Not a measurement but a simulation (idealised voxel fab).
Process module under the name voxel gate over fins
cross-section cut | 255 nm wide | cells 5 nm
Just so we're on the same page, the cross-sections are grids of square cells, and they're listed out in bands top to bottom, each band one or more rows deep.
Band: top and bottom heights (nm) first, top before bottom; then materials from left to right, widths in nm. "all across" marks a sole material filling the band edge to edge. "air" denotes empty space.
Below 0: as-received wafer, all one material; heights counted from there. Lowest band: no bottom, goes on down, written "0 and below".
You'd read "30->40" like this: the band's top row of cells is as wide as the first number, its bottom row is as wide as the second, and going down, every row changes width by the same amount as the row before did.
"no alterations made" -> step changed no cross-section cell.
"Fully enclosed voids" contains a list of empty spaces, each no smaller than 8 cells and without an open way to the top, written in the form width x height at distance with the distance from the left edge and all three in nm.
Step line, after settings: the simulator's comment on this step.
A step's line can hold "overlay nm"; with a mask on that step, the setting says how far right of the planned place the mask lay, while a negative setting says it lay to the left.

Listed below are the process steps as planned:
1. RECEIVE,material Si
2. CONFORMAL_DEP,material SiN,thk nm 5
3. PATTERN,tone cover,mask id FINS,material resist,width nm 15,pitch nm 35,thk nm 20,overlay nm 0
4. DIRECTIONAL_ETCH,etch materials SiN,depth nm 5
5. DIRECTIONAL_ETCH,etch materials Si,depth nm 40
6. STRIP,etch materials resist
7. OXIDIZE,depth nm 5
8. FILL_DEP,material SiO2,thk nm 10
9. CMP,height nm 5
10. SELECTIVE_ETCH,etch materials SiO2,depth nm 15
11. STRIP,etch materials SiN
12. CONFORMAL_DEP,material HfO2,thk nm 5
13. CONFORMAL_DEP,material TiN,thk nm 5
14. CONFORMAL_DEP,material TiAl,thk nm 5
15. CONFORMAL_DEP,material TiN,thk nm 5
16. FILL_DEP,material W,thk nm 15
17. CMP,height nm 30
18. CONFORMAL_DEP,material SiCN,thk nm 10

As received (post step 1): cross-section:
0 and below | Si all across
Fully enclosed voids: none

Result of the module, cross-sectioned: start per above, plan per above, one error in how it was run:
40 down to 30 | SiCN all across
30 down to 20 | W all across
20 down to 15 | W (50), TiN (155), W (50)
15 down to 10 | W (50), TiN (5), TiAl (145), TiN (5), W (50)
10 down to 5 | TiN (55), TiAl (5), TiN (30), TiAl (5), TiN (30), TiAl (5), TiN (30), TiAl (5), TiN (30), TiAl (5), TiN (55)
5 down to 0 | TiAl (60), TiN (5), HfO2 (20), TiN (5), TiAl (5), TiN (5), HfO2 (20), TiN (5), TiAl (5), TiN (5), HfO2 (20), TiN (5), TiAl (5), TiN (5), HfO2 (20), TiN (5), TiAl (60)
0 down to -5 | TiN (65), HfO2 (5), Si (10), HfO2 (5), TiN (15), HfO2 (5), Si (10), HfO2 (5), TiN (15), HfO2 (5), Si (10), HfO2 (5), TiN (15), HfO2 (5), Si (10), HfO2 (5), TiN (65)
-5 down to -10 | HfO2 (70), Si (10), HfO2 (25), Si (10), HfO2 (25), Si (10), HfO2 (25), Si (10), HfO2 (70)
-10 down to -45 | SiO2 (70), Si (10), SiO2 (25), Si (10), SiO2 (25), Si (10), SiO2 (25), Si (10), SiO2 (70)
-45 and below | Si all across
Fully enclosed voids: none
Heads up, the wafer didn't run the way we planned it: step 3 did not happen as planned, as run it was PATTERN,tone cover,mask id FINS,material resist,width nm 20,pitch nm 35,thk nm 20,overlay nm 0
